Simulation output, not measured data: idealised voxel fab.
You're looking at the process module voxel gate over fins.
Cross-section cut: width 195 nm, square cells of 5 nm.
Cross-section, as written here: a square-cell grid given band by band from the top down, where a band holds one or more rows of cells.
A band entry consists of two parts. The first gives the height of the band's top and the height of its bottom, in nm. The rest lists the band's materials from left to right, each with its width in nm. A single material labelled with the word "edge to edge" fills the band from edge to edge, and the word "air" marks empty space.
The level at which height equals 0 is the one under which the wafer, as it arrives, is entirely one material. No lower edge exists for the bottom band, which continues downward and is notated as in "0 nm and below".
A width given as "30..40" starts at the first number in the band's top row and ends at the second number in its bottom row, shifting by an equal amount at every step from row to row.
What does "changes: none" mean for a step? It means no cell of the cross-section changed in that step.
The label "Enclosed void entries" introduces a list of the empty spaces, 8 cells or larger, that have no open way up to the top; each entry in it reads width x height at distance, where the distance is taken from the left edge and all three are stated in nm.
Note: text after step settings on the step line = simulator remark on that step.
What "overlay nm" on a step's line means: if the step has a mask, that mask lay this far to the right of its planned place, or, when the value is negative, to the left.
## The planned process steps are enumerated hereunder
1) RECEIVE (material Si)
2) CONFORMAL_DEP (material SiN; thk nm 5)
3) PATTERN (tone cover; mask id FINS; material resist; width nm 15; pitch nm 40; thk nm 20; overlay nm 0)
4) DIRECTIONAL_ETCH (etch materials SiN; depth nm 5)
5) DIRECTIONAL_ETCH (etch materials Si; depth nm 35)
6) STRIP (etch materials resist)
7) OXIDIZE (depth nm 5)
8) FILL_DEP (material SiO2; thk nm 15)
9) CMP (height nm 5)
10) SELECTIVE_ETCH (etch materials SiO2; depth nm 20)
11) STRIP (etch materials SiN)
12) CONFORMAL_DEP (material HfO2; thk nm 5)
13) CONFORMAL_DEP (material TiN; thk nm 5)
14) FILL_DEP (material W; thk nm 15)
15) CMP (height nm 20)
16) CONFORMAL_DEP (material SiCN; thk nm 10)
## Incoming wafer, cross-sectional view, post step 1
* 0 nm and below | Si edge to edge
* Enclosed void entries: none
## End-of-module XS, first of two wafers, run as planned
* 30 nm to 20 nm | SiCN edge to edge
* 20 nm to 10 nm | W edge to edge
* 10 nm to 5 nm | W=65, TiN=25, W=15, TiN=25, W=65
* 5 nm to 0 nm | W=65, TiN=5, HfO2=15, TiN=5, W=15, TiN=5, HfO2=15, TiN=5, W=65
* 0 nm to -5 nm | W=65, TiN=5, HfO2=5, Si=5, HfO2=5, TiN=5, W=15, TiN=5, HfO2=5, Si=5, HfO2=5, TiN=5, W=65
* -5 nm to -10 nm | TiN=70, HfO2=5, Si=5, HfO2=5, TiN=25, HfO2=5, Si=5, HfO2=5, TiN=70
* -10 nm to -15 nm | HfO2=75, Si=5, HfO2=35, Si=5, HfO2=75
* -15 nm to -40 nm | SiO2=75, Si=5, SiO2=35, Si=5, SiO2=75
* -40 nm and below | Si edge to edge
* Enclosed void entries: none
## Cross-section of the latter of the two wafers at module completion. It had an identical start and an identical plan to the former; in running it, one mistake was made
* 30 nm to 20 nm | SiCN edge to edge
* 20 nm to 10 nm | W edge to edge
* 10 nm to 5 nm | W=60, TiN=35, W=5, TiN=35, W=60
* 5 nm to 0 nm | W=60, TiN=5, HfO2=25, TiN=5, W=5, TiN=5, HfO2=25, TiN=5, W=60
* 0 nm to -5 nm | W=60, TiN=5, HfO2=5, Si=15, HfO2=5, TiN=5, W=5, TiN=5, HfO2=5, Si=15, HfO2=5, TiN=5, W=60
* -5 nm to -10 nm | TiN=65, HfO2=5, Si=15, HfO2=5, TiN=15, HfO2=5, Si=15, HfO2=5, TiN=65
* -10 nm to -15 nm | HfO2=70, Si=15, HfO2=25, Si=15, HfO2=70
* -15 nm to -40 nm | SiO2=70, Si=15, SiO2=25, Si=15, SiO2=70
* -40 nm and below | Si edge to edge
* Enclosed void entries: none
What was done differently from what was planned? step 3 ran differently from the plan; actual operation with settings: PATTERN (tone cover; mask id FINS; material resist; width nm 25; pitch nm 40; thk nm 20; overlay nm 0)
Looking at both finished wafers in cells, the second ends up ahead of or behind the first on some materials: Si +32; SiO2 -20; W -12
